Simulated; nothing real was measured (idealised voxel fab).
The document below concerns the process module designated voxel transistor to metal.
FYI the section here is cut, 275 nm wide, cells are 5 nm squares.
When this document writes out a cross-section, it uses a grid of square cells and lists it as bands, beginning at the top and moving down, with a band standing for one or more rows of cells. For a band, the entry starts with two heights in nm, that of the top and then that of the bottom, and carries on with the band's materials in order from left to right, each alongside its width in nm; the word "all across" beside a single material means it fills the band edge to edge, and "empty" means empty space. Height is counted from the level 0, under which the received wafer is composed throughout of one material. The lowest of the bands is not closed at the bottom but continues downward, in the notation "0 -> down". When a width is written as two numbers, as in "30->40", the first number is the width in the top row of cells of the band and the second is the width in its bottom row, and the width changes by the same amount from each row to the next. "no alterations made" -> step changed no cross-section cell. Basically, "Closed void roster" tells you about the enclosed voids: empty spaces with no open way to the top, 8 cells or bigger, each written width x height at distance, where distance is from the left edge, all in nm. The remark found on a step's line after its settings is issued by the simulator itself and pertains to that step. overlay nm: how far to the right of its planned place the mask lay on this masked step (negative: to the left). Each pair of cross-sections that follows straddles one process step: the one shows the state before the step, the other the state after it, down to the lowest band that changed and no further. The step in question, and its settings, are given under the pair. Note that a pair is not necessarily a continuation of the pair above it, since pairs can come from different runs of this module on the same starting wafer; it is a continuation only where its entry headed "Structure before processing" says so.
## Structure before processing
    50 -> 35: SiO2 (30)  TiN (5)  W (5)  TiN (5)  SiO2 (55)  TiN (5)  W (5)  TiN (5)  SiO2 (45)  TiN (5)  W (5)  TiN (5)  SiO2 (55)  TiN (5)  W (5)  TiN (5)  SiO2 (30)
    35 -> 30: SiCN (30)  TiN (15)  SiCN (55)  TiN (15)  SiCN (45)  TiN (15)  SiCN (55)  TiN (15)  SiCN (30)
    30 -> 20: SiO2 (30)  TiN (5)  W (5)  TiN (5)  SiO2 (55)  TiN (5)  W (5)  TiN (5)  SiO2 (45)  TiN (5)  W (5)  TiN (5)  SiO2 (55)  TiN (5)  W (5)  TiN (5)  SiO2 (30)
    20 -> 5: SiO2 (30)  TiN (5)  W (5)  TiN (5)  SiO2 (10)  SiN (5)  HfO2 (5)  TiN (5)  W (5)  TiN (5)  HfO2 (5)  SiN (5)  SiO2 (10)  TiN (5)  W (5)  TiN (5)  SiO2 (45)  TiN (5)  W (5)  TiN (5)  SiO2 (10)  SiN (5)  HfO2 (5)  TiN (5)  W (5)  TiN (5)  HfO2 (5)  SiN (5)  SiO2 (10)  TiN (5)  W (5)  TiN (5)  SiO2 (30)
    5 -> 0: SiO2 (15)  SiN (5)  SiO2 (10)  TiN (15)  nSi (10)  SiN (5)  HfO2 (5)  TiN (15)  HfO2 (5)  SiN (5)  nSi (10)  TiN (15)  SiO2 (10)  SiN (5)  SiO2 (15)  SiN (5)  SiO2 (10)  TiN (15)  nSi (10)  SiN (5)  HfO2 (5)  TiN (15)  HfO2 (5)  SiN (5)  nSi (10)  TiN (15)  SiO2 (10)  SiN (5)  SiO2 (15)
    0 -> -5: SiO2 (20)  nSi (35)  HfO2 (35)  nSi (35)  SiO2 (25)  nSi (35)  HfO2 (35)  nSi (35)  SiO2 (20)
    -5 -> -10: SiO2 (20)  nSi (35)  Si (35)  nSi (35)  SiO2 (25)  nSi (35)  Si (35)  nSi (35)  SiO2 (20)
    -10 -> -25: SiO2 (20)  Si (105)  SiO2 (25)  Si (105)  SiO2 (20)
    -25 -> down: Si all across
    Closed void roster: none
## Cross-Section After Step
    55 -> 50: empty (25)  Ru (25)  empty (45)  Ru (25)  empty (35)  Ru (25)  empty (45)  Ru (25)  empty (25)
    All layers under 50 are left as they were.
    Closed void roster: none
Can you say which step sits between the two cross-sections above? EPI: material Ru, thk nm 5
Structure before processing: the after view from the pair directly above serves as the before view here.
## Cross-Section After Step
    60 -> 55: SiCN all across
    55 -> 50: SiCN (25)  Ru (25)  SiCN (45)  Ru (25)  SiCN (35)  Ru (25)  SiCN (45)  Ru (25)  SiCN (25)
    All layers under 50 are left as they were.
    Closed void roster: none
Can you say which step sits between the two cross-sections above? FILL_DEP: material SiCN, thk nm 5
## Structure before processing
    0 -> down: Si all across
    Closed void roster: none
## Cross-Section After Step
    15 -> 0: SiN all across
    All layers under 0 are left as they were.
    Closed void roster: none
Can you say which step sits between the two cross-sections above? CONFORMAL_DEP: material SiN, thk nm 15
Structure before processing: the after view from the pair directly above serves as the before view here.
## Cross-Section After Step
    15 -> 0: empty (20)  SiN (105)  empty (25)  SiN (105)  empty (20)
    All layers under 0 are left as they were.
    Closed void roster: none
Can you say which step sits between the two cross-sections above? MASKED_ETCH: tone cover, mask id ACTIVE, width nm 105, pitch nm 130, etch materials SiN, depth nm 15, overlay nm 0
Structure before processing: the after view from the pair directly above serves as the before view here.
## Cross-Section After Step
    15 -> 0: empty (20)  SiN (105)  empty (25)  SiN (105)  empty (20)
    0 -> -25: empty (20)  Si (105)  empty (25)  Si (105)  empty (20)
    All layers under -25 are left as they were.
    Closed void roster: none
Can you say which step sits between the two cross-sections above? MASKED_ETCH: tone cover, mask id ACTIVE, width nm 105, pitch nm 130, etch materials Si, depth nm 25, overlay nm 0
Structure before processing: the after view from the pair directly above serves as the before view here.
## Cross-Section After Step
    20 -> 15: SiO2 all across
    15 -> 0: SiO2 (20)  SiN (105)  SiO2 (25)  SiN (105)  SiO2 (20)
    0 -> -25: SiO2 (20)  Si (105)  SiO2 (25)  Si (105)  SiO2 (20)
    All layers under -25 are left as they were.
    Closed void roster: none
Can you say which step sits between the two cross-sections above? FILL_DEP: material SiO2, thk nm 5
Structure before processing: the after view from the pair directly above serves as the before view here.
## Cross-Section After Step
    15 -> 10: empty (20)  SiN (105)  empty (25)  SiN (105)  empty (20)
    All layers under 10 are left as they were.
    Closed void roster: none
Can you say which step sits between the two cross-sections above? SELECTIVE_ETCH: etch materials SiO2, depth nm 10
Structure before processing: the after view from the pair directly above serves as the before view here.
## Cross-Section After Step
    10 -> 0: SiO2 (20)  empty (105)  SiO2 (25)  empty (105)  SiO2 (20)
    All layers under 0 are left as they were.
    Closed void roster: none
Can you say which step sits between the two cross-sections above? STRIP: etch materials SiN
Structure before processing: the after view from the pair directly above serves as the before view here.
## Cross-Section After Step
    5 -> 0: SiO2 (15)  empty (115)  SiO2 (15)  empty (115)  SiO2 (15)
    0 -> -5: SiO2 (15)  empty (5)  Si (105)  empty (5)  SiO2 (15)  empty (5)  Si (105)  empty (5)  SiO2 (15)
    All layers under -5 are left as they were.
    Closed void roster: none
Can you say which step sits between the two cross-sections above? SELECTIVE_ETCH: etch materials SiO2, depth nm 5
Structure before processing: the after view from the pair directly above serves as the before view here.
## Cross-Section After Step
    5 -> 0: SiO2 (15)  empty (115)  SiO2 (15)  empty (115)  SiO2 (15)
    0 -> -5: SiO2 (15)  empty (5)  SiO2 (105)  empty (5)  SiO2 (15)  empty (5)  SiO2 (105)  empty (5)  SiO2 (15)
    -5 -> -10: SiO2 (25)  Si (95)  SiO2 (35)  Si (95)  SiO2 (25)
    All layers under -10 are left as they were.
    Closed void roster: none
Can you say which step sits between the two cross-sections above? OXIDIZE: depth nm 5
Structure before processing: the after view from the pair directly above serves as the before view here.
## Cross-Section After Step
    30 -> 25: polySi (15)  empty (115)  polySi (15)  empty (115)  polySi (15)
    25 -> 20: polySi (15)  empty (5)  polySi (105)  empty (5)  polySi (15)  empty (5)  polySi (105)  empty (5)  polySi (15)
    20 -> 5: polySi all across
    5 -> 0: SiO2 (15)  polySi (115)  SiO2 (15)  polySi (115)  SiO2 (15)
    0 -> -5: SiO2 (15)  polySi (5)  SiO2 (105)  polySi (5)  SiO2 (15)  polySi (5)  SiO2 (105)  polySi (5)  SiO2 (15)
    All layers under -5 are left as they were.
    Closed void roster: none
Can you say which step sits between the two cross-sections above? DIRECTIONAL_DEP: material polySi, thk nm 25
Structure before processing: the after view from the pair directly above serves as the before view here.
## Cross-Section After Step
    40 -> 35: SiCN (15)  empty (115)  SiCN (15)  empty (115)  SiCN (15)
    35 -> 30: SiCN (15)  empty (5)  SiCN (105)  empty (5)  SiCN (15)  empty (5)  SiCN (105)  empty (5)  SiCN (15)
    30 -> 25: polySi (15)  SiCN (115)  polySi (15)  SiCN (115)  polySi (15)
    25 -> 20: polySi (15)  SiCN (5)  polySi (105)  SiCN (5)  polySi (15)  SiCN (5)  polySi (105)  SiCN (5)  polySi (15)
    All layers under 20 are left as they were.
    Closed void roster: none
Can you say which step sits between the two cross-sections above? DIRECTIONAL_DEP: material SiCN, thk nm 10
Structure before processing: the after view from the pair directly above serves as the before view here.
## Cross-Section After Step
    60 -> 40: empty (60)  resist (25)  empty (105)  resist (25)  empty (60)
    40 -> 35: SiCN (15)  empty (45)  resist (25)  empty (45)  SiCN (15)  empty (45)  resist (25)  empty (45)  SiCN (15)
    All layers under 35 are left as they were.
    Closed void roster: none
Can you say which step sits between the two cross-sections above? PATTERN: tone cover, mask id GATE, material resist, width nm 25, pitch nm 130, thk nm 20, overlay nm 0
Structure before processing: the after view from the pair directly above serves as the before view here.
## Cross-Section After Step
    60 -> 35: empty (60)  resist (25)  empty (105)  resist (25)  empty (60)
    35 -> 30: empty (60)  SiCN (25)  empty (105)  SiCN (25)  empty (60)
    30 -> 25: polySi (15)  empty (45)  SiCN (25)  empty (45)  polySi (15)  empty (45)  SiCN (25)  empty (45)  polySi (15)
    25 -> 20: polySi (15)  empty (5)  polySi (105)  empty (5)  polySi (15)  empty (5)  polySi (105)  empty (5)  polySi (15)
    All layers under 20 are left as they were.
    Closed void roster: none
Can you say which step sits between the two cross-sections above? DIRECTIONAL_ETCH: etch materials SiCN, depth nm 20
Structure before processing: the after view from the pair directly above serves as the before view here.
## Cross-Section After Step
    60 -> 35: empty (60)  resist (25)  empty (105)  resist (25)  empty (60)
    35 -> 25: empty (60)  SiCN (25)  empty (105)  SiCN (25)  empty (60)
    25 -> 5: empty (60)  polySi (25)  empty (105)  polySi (25)  empty (60)
    5 -> 0: SiO2 (15)  empty (45)  polySi (25)  empty (45)  SiO2 (15)  empty (45)  polySi (25)  empty (45)  SiO2 (15)
    0 -> -5: SiO2 (15)  empty (5)  SiO2 (105)  empty (5)  SiO2 (15)  empty (5)  SiO2 (105)  empty (5)  SiO2 (15)
    All layers under -5 are left as they were.
    Closed void roster: none
Can you say which step sits between the two cross-sections above? DIRECTIONAL_ETCH: etch materials polySi, depth nm 35
Structure before processing: the after view from the pair directly above serves as the before view here.
## Cross-Section After Step
    35 -> 25: empty (60)  SiCN (25)  empty (105)  SiCN (25)  empty (60)
    All layers under 25 are left as they were.
    Closed void roster: none
Can you say which step sits between the two cross-sections above? STRIP: etch materials resist
Structure before processing: the after view from the pair directly above serves as the before view here.
## Cross-Section After Step
    40 -> 35: empty (55)  SiN (35)  empty (95)  SiN (35)  empty (55)
    35 -> 25: empty (55)  SiN (5)  SiCN (25)  SiN (5)  empty (95)  SiN (5)  SiCN (25)  SiN (5)  empty (55)
    25 -> 10: empty (55)  SiN (5)  polySi (25)  SiN (5)  empty (95)  SiN (5)  polySi (25)  SiN (5)  empty (55)
    10 -> 5: SiN (20)  empty (35)  SiN (5)  polySi (25)  SiN (5)  empty (35)  SiN (25)  empty (35)  SiN (5)  polySi (25)  SiN (5)  empty (35)  SiN (20)
    5 -> 0: SiO2 (15)  SiN (45)  polySi (25)  SiN (45)  SiO2 (15)  SiN (45)  polySi (25)  SiN (45)  SiO2 (15)
    0 -> -5: SiO2 (15)  SiN (5)  SiO2 (105)  SiN (5)  SiO2 (15)  SiN (5)  SiO2 (105)  SiN (5)  SiO2 (15)
    All layers under -5 are left as they were.
    Closed void roster: none
Can you say which step sits between the two cross-sections above? CONFORMAL_DEP: material SiN, thk nm 5
Structure before processing: the after view from the pair directly above serves as the before view here.
## Cross-Section After Step
    35 -> 25: empty (55)  SiN (5)  SiCN (25)  SiN (5)  empty (95)  SiN (5)  SiCN (25)  SiN (5)  empty (55)
    25 -> 5: empty (55)  SiN (5)  polySi (25)  SiN (5)  empty (95)  SiN (5)  polySi (25)  SiN (5)  empty (55)
    5 -> 0: SiO2 (15)  SiN (5)  empty (35)  SiN (5)  polySi (25)  SiN (5)  empty (35)  SiN (5)  SiO2 (15)  SiN (5)  empty (35)  SiN (5)  polySi (25)  SiN (5)  empty (35)  SiN (5)  SiO2 (15)
    All layers under 0 are left as they were.
    Closed void roster: none
Can you say which step sits between the two cross-sections above? DIRECTIONAL_ETCH: etch materials SiN, depth nm 5
Structure before processing: the after view from the pair directly above serves as the before view here.
## Cross-Section After Step
    35 -> 25: empty (55)  SiN (5)  SiCN (25)  SiN (5)  empty (95)  SiN (5)  SiCN (25)  SiN (5)  empty (55)
    25 -> 5: empty (55)  SiN (5)  polySi (25)  SiN (5)  empty (95)  SiN (5)  polySi (25)  SiN (5)  empty (55)
    5 -> 0: empty (15)  SiN (5)  empty (35)  SiN (5)  polySi (25)  SiN (5)  empty (35)  SiN (5)  empty (15)  SiN (5)  empty (35)  SiN (5)  polySi (25)  SiN (5)  empty (35)  SiN (5)  empty (15)
    0 -> -5: SiO2 (15)  SiN (5)  empty (35)  SiO2 (35)  empty (35)  SiN (5)  SiO2 (15)  SiN (5)  empty (35)  SiO2 (35)  empty (35)  SiN (5)  SiO2 (15)
    All layers under -5 are left as they were.
    Closed void roster: none
Can you say which step sits between the two cross-sections above? DIRECTIONAL_ETCH: etch materials SiO2, depth nm 5
Structure before processing: the after view from the pair directly above serves as the before view here.
## Cross-Section After Step
    35 -> 25: empty (55)  SiN (5)  SiCN (25)  SiN (5)  empty (95)  SiN (5)  SiCN (25)  SiN (5)  empty (55)
    25 -> 5: empty (55)  SiN (5)  polySi (25)  SiN (5)  empty (95)  SiN (5)  polySi (25)  SiN (5)  empty (55)
    5 -> 0: empty (15)  SiN (5)  empty (35)  SiN (5)  polySi (25)  SiN (5)  empty (35)  SiN (5)  empty (15)  SiN (5)  empty (35)  SiN (5)  polySi (25)  SiN (5)  empty (35)  SiN (5)  empty (15)
    0 -> -5: SiO2 (15)  SiN (5)  empty (35)  SiO2 (35)  empty (35)  SiN (5)  SiO2 (15)  SiN (5)  empty (35)  SiO2 (35)  empty (35)  SiN (5)  SiO2 (15)
    -5 -> -10: SiO2 (25)  empty (30)  Si (35)  empty (30)  SiO2 (35)  empty (30)  Si (35)  empty (30)  SiO2 (25)
    All layers under -10 are left as they were.
    Closed void roster: none
Can you say which step sits between the two cross-sections above? DIRECTIONAL_ETCH: etch materials Si, depth nm 5
Structure before processing: the after view from the pair directly above serves as the before view here.
## Cross-Section After Step
    35 -> 25: empty (55)  SiN (5)  SiCN (25)  SiN (5)  empty (95)  SiN (5)  SiCN (25)  SiN (5)  empty (55)
    25 -> 5: empty (55)  SiN (5)  polySi (25)  SiN (5)  empty (95)  SiN (5)  polySi (25)  SiN (5)  empty (55)
    5 -> 0: empty (15)  SiN (5)  empty (25)  nSi (10)  SiN (5)  polySi (25)  SiN (5)  nSi (10)  empty (25)  SiN (5)  empty (15)  SiN (5)  empty (25)  nSi (10)  SiN (5)  polySi (25)  SiN (5)  nSi (10)  empty (25)  SiN (5)  empty (15)
    0 -> -5: SiO2 (15)  SiN (5)  nSi (35)  SiO2 (35)  nSi (35)  SiN (5)  SiO2 (15)  SiN (5)  nSi (35)  SiO2 (35)  nSi (35)  SiN (5)  SiO2 (15)
    -5 -> -10: SiO2 (25)  nSi (30)  Si (35)  nSi (30)  SiO2 (35)  nSi (30)  Si (35)  nSi (30)  SiO2 (25)
    All layers under -10 are left as they were.
    Closed void roster: none
Can you say which step sits between the two cross-sections above? EPI: material nSi, thk nm 10
Structure before processing: the after view from the pair directly above serves as the before view here.
## Cross-Section After Step
    45 -> 35: SiO2 all across
    35 -> 25: SiO2 (55)  SiN (5)  SiCN (25)  SiN (5)  SiO2 (95)  SiN (5)  SiCN (25)  SiN (5)  SiO2 (55)
    25 -> 5: SiO2 (55)  SiN (5)  polySi (25)  SiN (5)  SiO2 (95)  SiN (5)  polySi (25)  SiN (5)  SiO2 (55)
    5 -> 0: SiO2 (15)  SiN (5)  SiO2 (25)  nSi (10)  SiN (5)  polySi (25)  SiN (5)  nSi (10)  SiO2 (25)  SiN (5)  SiO2 (15)  SiN (5)  SiO2 (25)  nSi (10)  SiN (5)  polySi (25)  SiN (5)  nSi (10)  SiO2 (25)  SiN (5)  SiO2 (15)
    All layers under 0 are left as they were.
    Closed void roster: none
Can you say which step sits between the two cross-sections above? FILL_DEP: material SiO2, thk nm 10
Structure before processing: the after view from the pair directly above serves as the before view here.
## Cross-Section After Step
    25 -> 5: SiO2 (55)  SiN (5)  polySi (25)  SiN (5)  SiO2 (95)  SiN (5)  polySi (25)  SiN (5)  SiO2 (55)
    All layers under 5 are left as they were.
    Closed void roster: none
Can you say which step sits between the two cross-sections above? CMP: height nm 25
Structure before processing: the after view from the pair directly above serves as the before view here.
## Cross-Section After Step
    25 -> 5: SiO2 (55)  SiN (5)  empty (25)  SiN (5)  SiO2 (95)  SiN (5)  empty (25)  SiN (5)  SiO2 (55)
    5 -> 0: SiO2 (15)  SiN (5)  SiO2 (25)  nSi (10)  SiN (5)  empty (25)  SiN (5)  nSi (10)  SiO2 (25)  SiN (5)  SiO2 (15)  SiN (5)  SiO2 (25)  nSi (10)  SiN (5)  empty (25)  SiN (5)  nSi (10)  SiO2 (25)  SiN (5)  SiO2 (15)
    All layers under 0 are left as they were.
    Closed void roster: none
Can you say which step sits between the two cross-sections above? STRIP: etch materials polySi
Structure before processing: the after view from the pair directly above serves as the before view here.
## Cross-Section After Step
    25 -> 20: empty (55)  SiN (5)  empty (25)  SiN (5)  empty (95)  SiN (5)  empty (25)  SiN (5)  empty (55)
    20 -> 5: SiO2 (55)  SiN (5)  empty (25)  SiN (5)  SiO2 (95)  SiN (5)  empty (25)  SiN (5)  SiO2 (55)
    5 -> 0: SiO2 (15)  SiN (5)  SiO2 (25)  nSi (10)  SiN (5)  empty (25)  SiN (5)  nSi (10)  SiO2 (25)  SiN (5)  SiO2 (15)  SiN (5)  SiO2 (25)  nSi (10)  SiN (5)  empty (25)  SiN (5)  nSi (10)  SiO2 (25)  SiN (5)  SiO2 (15)
    0 -> -5: SiO2 (15)  SiN (5)  nSi (35)  empty (35)  nSi (35)  SiN (5)  SiO2 (15)  SiN (5)  nSi (35)  empty (35)  nSi (35)  SiN (5)  SiO2 (15)
    All layers under -5 are left as they were.
    Closed void roster: none
Can you say which step sits between the two cross-sections above? SELECTIVE_ETCH: etch materials SiO2, depth nm 5
Structure before processing: the after view from the pair directly above serves as the before view here.
## Cross-Section After Step
    30 -> 25: empty (50)  HfO2 (15)  empty (15)  HfO2 (15)  empty (85)  HfO2 (15)  empty (15)  HfO2 (15)  empty (50)
    25 -> 20: HfO2 (55)  SiN (5)  HfO2 (5)  empty (15)  HfO2 (5)  SiN (5)  HfO2 (95)  SiN (5)  HfO2 (5)  empty (15)  HfO2 (5)  SiN (5)  HfO2 (55)
    20 -> 5: SiO2 (55)  SiN (5)  HfO2 (5)  empty (15)  HfO2 (5)  SiN (5)  SiO2 (95)  SiN (5)  HfO2 (5)  empty (15)  HfO2 (5)  SiN (5)  SiO2 (55)
    5 -> 0: SiO2 (15)  SiN (5)  SiO2 (25)  nSi (10)  SiN (5)  HfO2 (5)  empty (15)  HfO2 (5)  SiN (5)  nSi (10)  SiO2 (25)  SiN (5)  SiO2 (15)  SiN (5)  SiO2 (25)  nSi (10)  SiN (5)  HfO2 (5)  empty (15)  HfO2 (5)  SiN (5)  nSi (10)  SiO2 (25)  SiN (5)  SiO2 (15)
    0 -> -5: SiO2 (15)  SiN (5)  nSi (35)  HfO2 (35)  nSi (35)  SiN (5)  SiO2 (15)  SiN (5)  nSi (35)  HfO2 (35)  nSi (35)  SiN (5)  SiO2 (15)
    All layers under -5 are left as they were.
    Closed void roster: none
Can you say which step sits between the two cross-sections above? CONFORMAL_DEP: material HfO2, thk nm 5
Structure before processing: the after view from the pair directly above serves as the before view here.
## Cross-Section After Step
    35 -> 30: empty (45)  TiN (25)  empty (5)  TiN (25)  empty (75)  TiN (25)  empty (5)  TiN (25)  empty (45)
    30 -> 25: TiN (50)  HfO2 (15)  TiN (5)  empty (5)  TiN (5)  HfO2 (15)  TiN (85)  HfO2 (15)  TiN (5)  empty (5)  TiN (5)  HfO2 (15)  TiN (50)
    25 -> 20: HfO2 (55)  SiN (5)  HfO2 (5)  TiN (5)  empty (5)  TiN (5)  HfO2 (5)  SiN (5)  HfO2 (95)  SiN (5)  HfO2 (5)  TiN (5)  empty (5)  TiN (5)  HfO2 (5)  SiN (5)  HfO2 (55)
    20 -> 5: SiO2 (55)  SiN (5)  HfO2 (5)  TiN (5)  empty (5)  TiN (5)  HfO2 (5)  SiN (5)  SiO2 (95)  SiN (5)  HfO2 (5)  TiN (5)  empty (5)  TiN (5)  HfO2 (5)  SiN (5)  SiO2 (55)
    5 -> 0: SiO2 (15)  SiN (5)  SiO2 (25)  nSi (10)  SiN (5)  HfO2 (5)  TiN (15)  HfO2 (5)  SiN (5)  nSi (10)  SiO2 (25)  SiN (5)  SiO2 (15)  SiN (5)  SiO2 (25)  nSi (10)  SiN (5)  HfO2 (5)  TiN (15)  HfO2 (5)  SiN (5)  nSi (10)  SiO2 (25)  SiN (5)  SiO2 (15)
    All layers under 0 are left as they were.
    Closed void roster: none
Can you say which step sits between the two cross-sections above? CONFORMAL_DEP: material TiN, thk nm 5
Structure before processing: the after view from the pair directly above serves as the before view here.
## Cross-Section After Step
    40 -> 35: W all across
    35 -> 30: W (45)  TiN (25)  W (5)  TiN (25)  W (75)  TiN (25)  W (5)  TiN (25)  W (45)
    30 -> 25: TiN (50)  HfO2 (15)  TiN (5)  W (5)  TiN (5)  HfO2 (15)  TiN (85)  HfO2 (15)  TiN (5)  W (5)  TiN (5)  HfO2 (15)  TiN (50)
    25 -> 20: HfO2 (55)  SiN (5)  HfO2 (5)  TiN (5)  W (5)  TiN (5)  HfO2 (5)  SiN (5)  HfO2 (95)  SiN (5)  HfO2 (5)  TiN (5)  W (5)  TiN (5)  HfO2 (5)  SiN (5)  HfO2 (55)
    20 -> 5: SiO2 (55)  SiN (5)  HfO2 (5)  TiN (5)  W (5)  TiN (5)  HfO2 (5)  SiN (5)  SiO2 (95)  SiN (5)  HfO2 (5)  TiN (5)  W (5)  TiN (5)  HfO2 (5)  SiN (5)  SiO2 (55)
    All layers under 5 are left as they were.
    Closed void roster: none
Can you say which step sits between the two cross-sections above? FILL_DEP: material W, thk nm 5
Structure before processing: the after view from the pair directly above serves as the before view here.
## Cross-Section After Step
    20 -> 5: SiO2 (55)  SiN (5)  HfO2 (5)  TiN (5)  W (5)  TiN (5)  HfO2 (5)  SiN (5)  SiO2 (95)  SiN (5)  HfO2 (5)  TiN (5)  W (5)  TiN (5)  HfO2 (5)  SiN (5)  SiO2 (55)
    All layers under 5 are left as they were.
    Closed void roster: none
Can you say which step sits between the two cross-sections above? CMP: height nm 20
Structure before processing: the after view from the pair directly above serves as the before view here.
## Cross-Section After Step
    30 -> 20: SiO2 all across
    All layers under 20 are left as they were.
    Closed void roster: none
Can you say which step sits between the two cross-sections above? DIRECTIONAL_DEP: material SiO2, thk nm 10
Structure before processing: the after view from the pair directly above serves as the before view here.
## Cross-Section After Step
    45 -> 30: resist (30)  empty (15)  resist (55)  empty (15)  resist (45)  empty (15)  resist (55)  empty (15)  resist (30)
    All layers under 30 are left as they were.
    Closed void roster: none
Can you say which step sits between the two cross-sections above? PATTERN: tone open, mask id CONTACT, material resist, width nm 15, thk nm 15, overlay nm 0
Structure before processing: the after view from the pair directly above serves as the before view here.
## Cross-Section After Step
    45 -> 30: resist (30)  empty (15)  resist (55)  empty (15)  resist (45)  empty (15)  resist (55)  empty (15)  resist (30)
    30 -> 20: SiO2 (30)  empty (15)  SiO2 (55)  empty (15)  SiO2 (45)  empty (15)  SiO2 (55)  empty (15)  SiO2 (30)
    20 -> 5: SiO2 (30)  empty (15)  SiO2 (10)  SiN (5)  HfO2 (5)  TiN (5)  W (5)  TiN (5)  HfO2 (5)  SiN (5)  SiO2 (10)  empty (15)  SiO2 (45)  empty (15)  SiO2 (10)  SiN (5)  HfO2 (5)  TiN (5)  W (5)  TiN (5)  HfO2 (5)  SiN (5)  SiO2 (10)  empty (15)  SiO2 (30)
    5 -> 0: SiO2 (15)  SiN (5)  SiO2 (10)  empty (15)  nSi (10)  SiN (5)  HfO2 (5)  TiN (15)  HfO2 (5)  SiN (5)  nSi (10)  empty (15)  SiO2 (10)  SiN (5)  SiO2 (15)  SiN (5)  SiO2 (10)  empty (15)  nSi (10)  SiN (5)  HfO2 (5)  TiN (15)  HfO2 (5)  SiN (5)  nSi (10)  empty (15)  SiO2 (10)  SiN (5)  SiO2 (15)
    All layers under 0 are left as they were.
    Closed void roster: none
Can you say which step sits between the two cross-sections above? DIRECTIONAL_ETCH: etch materials SiO2, depth nm 30
Structure before processing: the after view from the pair directly above serves as the before view here.
## Cross-Section After Step
    30 -> 20: SiO2 (30)  empty (15)  SiO2 (55)  empty (15)  SiO2 (45)  empty (15)  SiO2 (55)  empty (15)  SiO2 (30)
    All layers under 20 are left as they were.
    Closed void roster: none
Can you say which step sits between the two cross-sections above? STRIP: etch materials resist
Structure before processing: the after view from the pair directly above serves as the before view here.
## Cross-Section After Step
    35 -> 30: TiN (35)  empty (5)  TiN (65)  empty (5)  TiN (55)  empty (5)  TiN (65)  empty (5)  TiN (35)
    30 -> 20: SiO2 (30)  TiN (5)  empty (5)  TiN (5)  SiO2 (55)  TiN (5)  empty (5)  TiN (5)  SiO2 (45)  TiN (5)  empty (5)  TiN (5)  SiO2 (55)  TiN (5)  empty (5)  TiN (5)  SiO2 (30)
    20 -> 5: SiO2 (30)  TiN (5)  empty (5)  TiN (5)  SiO2 (10)  SiN (5)  HfO2 (5)  TiN (5)  W (5)  TiN (5)  HfO2 (5)  SiN (5)  SiO2 (10)  TiN (5)  empty (5)  TiN (5)  SiO2 (45)  TiN (5)  empty (5)  TiN (5)  SiO2 (10)  SiN (5)  HfO2 (5)  TiN (5)  W (5)  TiN (5)  HfO2 (5)  SiN (5)  SiO2 (10)  TiN (5)  empty (5)  TiN (5)  SiO2 (30)
    5 -> 0: SiO2 (15)  SiN (5)  SiO2 (10)  TiN (15)  nSi (10)  SiN (5)  HfO2 (5)  TiN (15)  HfO2 (5)  SiN (5)  nSi (10)  TiN (15)  SiO2 (10)  SiN (5)  SiO2 (15)  SiN (5)  SiO2 (10)  TiN (15)  nSi (10)  SiN (5)  HfO2 (5)  TiN (15)  HfO2 (5)  SiN (5)  nSi (10)  TiN (15)  SiO2 (10)  SiN (5)  SiO2 (15)
    All layers under 0 are left as they were.
    Closed void roster: none
Can you say which step sits between the two cross-sections above? CONFORMAL_DEP: material TiN, thk nm 5
Structure before processing: the after view from the pair directly above serves as the before view here.
## Cross-Section After Step
    40 -> 35: W all across
    35 -> 30: TiN (35)  W (5)  TiN (65)  W (5)  TiN (55)  W (5)  TiN (65)  W (5)  TiN (35)
    30 -> 20: SiO2 (30)  TiN (5)  W (5)  TiN (5)  SiO2 (55)  TiN (5)  W (5)  TiN (5)  SiO2 (45)  TiN (5)  W (5)  TiN (5)  SiO2 (55)  TiN (5)  W (5)  TiN (5)  SiO2 (30)
    20 -> 5: SiO2 (30)  TiN (5)  W (5)  TiN (5)  SiO2 (10)  SiN (5)  HfO2 (5)  TiN (5)  W (5)  TiN (5)  HfO2 (5)  SiN (5)  SiO2 (10)  TiN (5)  W (5)  TiN (5)  SiO2 (45)  TiN (5)  W (5)  TiN (5)  SiO2 (10)  SiN (5)  HfO2 (5)  TiN (5)  W (5)  TiN (5)  HfO2 (5)  SiN (5)  SiO2 (10)  TiN (5)  W (5)  TiN (5)  SiO2 (30)
    All layers under 5 are left as they were.
    Closed void roster: none
Can you say which step sits between the two cross-sections above? FILL_DEP: material W, thk nm 5
Structure before processing: the after view from the pair directly above serves as the before view here.
## Cross-Section After Step
    30 -> 20: SiO2 (30)  TiN (5)  W (5)  TiN (5)  SiO2 (55)  TiN (5)  W (5)  TiN (5)  SiO2 (45)  TiN (5)  W (5)  TiN (5)  SiO2 (55)  TiN (5)  W (5)  TiN (5)  SiO2 (30)
    All layers under 20 are left as they were.
    Closed void roster: none
Can you say which step sits between the two cross-sections above? CMP: height nm 30
Structure before processing: the after view from the pair directly above serves as the before view here.
## Cross-Section After Step
    35 -> 30: SiCN all across
    All layers under 30 are left as they were.
    Closed void roster: none
Can you say which step sits between the two cross-sections above? CONFORMAL_DEP: material SiCN, thk nm 5
Structure before processing: the after view from the pair directly above serves as the before view here.
## Cross-Section After Step
    50 -> 35: SiO2 all across
    All layers under 35 are left as they were.
    Closed void roster: none
Can you say which step sits between the two cross-sections above? DIRECTIONAL_DEP: material SiO2, thk nm 15
Structure before processing: the after view from the pair directly above serves as the before view here.
## Cross-Section After Step
    65 -> 50: aC all across
    All layers under 50 are left as they were.
    Closed void roster: none
Can you say which step sits between the two cross-sections above? DIRECTIONAL_DEP: material aC, thk nm 15
Structure before processing: the after view from the pair directly above serves as the before view here.
## Cross-Section After Step
    100 -> 65: resist (30)  empty (15)  resist (55)  empty (15)  resist (45)  empty (15)  resist (55)  empty (15)  resist (30)
    All layers under 65 are left as they were.
    Closed void roster: none
Can you say which step sits between the two cross-sections above? PATTERN: tone open, mask id METAL_1, material resist, width nm 15, thk nm 35, overlay nm 0
Structure before processing: the after view from the pair directly above serves as the before view here.
## Cross-Section After Step
    85 -> 65: resist (30)  empty (15)  resist (55)  empty (15)  resist (45)  empty (15)  resist (55)  empty (15)  resist (30)
    65 -> 50: aC (30)  empty (15)  aC (55)  empty (15)  aC (45)  empty (15)  aC (55)  empty (15)  aC (30)
    All layers under 50 are left as they were.
    Closed void roster: none
Can you say which step sits between the two cross-sections above? DIRECTIONAL_ETCH: etch materials aC, depth nm 15
Structure before processing: the after view from the pair directly above serves as the before view here.
## Cross-Section After Step
    65 -> 50: aC (30)  empty (15)  aC (55)  empty (15)  aC (45)  empty (15)  aC (55)  empty (15)  aC (30)
    All layers under 50 are left as they were.
    Closed void roster: none
Can you say which step sits between the two cross-sections above? STRIP: etch materials resist
